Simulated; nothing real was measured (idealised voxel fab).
Proc. module: voxel self aligned contacts
Cross-section cut spans 170 nm and uses square cells 5 nm in size.
Cross-section, as written here: a square-cell grid given band by band from the top down, where a band holds one or more rows of cells. In this notation a band is specified by the heights of its top and bottom, in that order and in nm, after which its materials appear from left to right, each paired with its width in nm. The word "full width" attached to a single material means that material fills the band from edge to edge; the word "air" stands for empty space. The reference from which all heights are counted is 0, the level beneath which the as-received wafer is entirely one material; the lowest band, having no lower bound, proceeds downward and is written after the example "z 0 and below". Graded width ("30..40"): value in top row of band = first number; value in bottom row = second number; row-to-row change constant. Where the words "nothing altered" appear for a step, the cross-section shows no cell changed by that step; every cell remained as before. Heads up: "Closed internal voids" only lists the empty pockets with no open path to the top that are 8 cells or more, and it writes them as width x height at distance, distance from the left edge, in nm. The remark found on a step's line after its settings is issued by the simulator itself and pertains to that step. The setting "overlay nm" may be written on the line of a step. When the step uses a mask, the value reports how far to the right of the planned place the mask lay, and a negative value reports that it lay to the left.
THE PLANNED PROCESS STEPS ARE ENUMERATED HEREUNDER
- 1: RECEIVE,material Si
- 2: CONFORMAL_DEP,material SiO2,thk nm 5
- 3: DIRECTIONAL_DEP,material polySi,thk nm 25
- 4: DIRECTIONAL_DEP,material SiN,thk nm 20
- 5: PATTERN,tone cover,mask id GATE,material resist,width nm 35,pitch nm 70,thk nm 15,overlay nm 0
- 6: DIRECTIONAL_ETCH,etch materials SiN,depth nm 20
- 7: DIRECTIONAL_ETCH,etch materials polySi,depth nm 25
- 8: STRIP,etch materials resist
- 9: CONFORMAL_DEP,material SiN,thk nm 10
- 10: DIRECTIONAL_ETCH,etch materials SiN,depth nm 10
- 11: FILL_DEP,material SiO2,thk nm 20
- 12: CMP,height nm 60
- 13: PATTERN,tone open,mask id CONTACT,material resist,width nm 45,thk nm 15,overlay nm 0
- 14: DIRECTIONAL_ETCH,etch materials SiO2,depth nm 60
- 15: STRIP,etch materials resist
- 16: CONFORMAL_DEP,material TiN,thk nm 5
- 17: FILL_DEP,material Ru,thk nm 10
- 18: CMP,height nm 60
- 19: CONFORMAL_DEP,material SiCN,thk nm 5
The wafers in this document start out alike and differ in the width nm applied at step 13; the plan shows the value used for the first wafer.
FIRST OF SEVERAL WAFERS, RECEIVED AFTER STEP 1, IN CROSS-SECTION
z 0 and below = Si full width
Closed internal voids: none
NOTE: THE FOLLOWING TABLE IS ARRANGED BY WAFER, A ROW APIECE. EACH ROW REPORTS THE END-OF-MODULE STATE: PER MATERIAL, CELLS GAINED (+) OR CELLS LOST (-) COMPARED WITH THE WAFER AS RECEIVED; CLOSED VOIDS FOLLOW
width nm 45; +17 Ru; +34 SiCN; +128 SiN; +162 SiO2; +31 TiN; +70 polySi; Closed internal voids: none
width nm 50; +18 Ru; +34 SiCN; +128 SiN; +160 SiO2; +32 TiN; +70 polySi; Closed internal voids: none
width nm 55; +19 Ru; +34 SiCN; +128 SiN; +158 SiO2; +33 TiN; +70 polySi; Closed internal voids: none
width nm 60; +20 Ru; +34 SiCN; +128 SiN; +156 SiO2; +34 TiN; +70 polySi; Closed internal voids: none
width nm 65; +21 Ru; +34 SiCN; +128 SiN; +154 SiO2; +35 TiN; +70 polySi; Closed internal voids: none
width nm 70; +22 Ru; +34 SiCN; +128 SiN; +152 SiO2; +36 TiN; +70 polySi; Closed internal voids: none
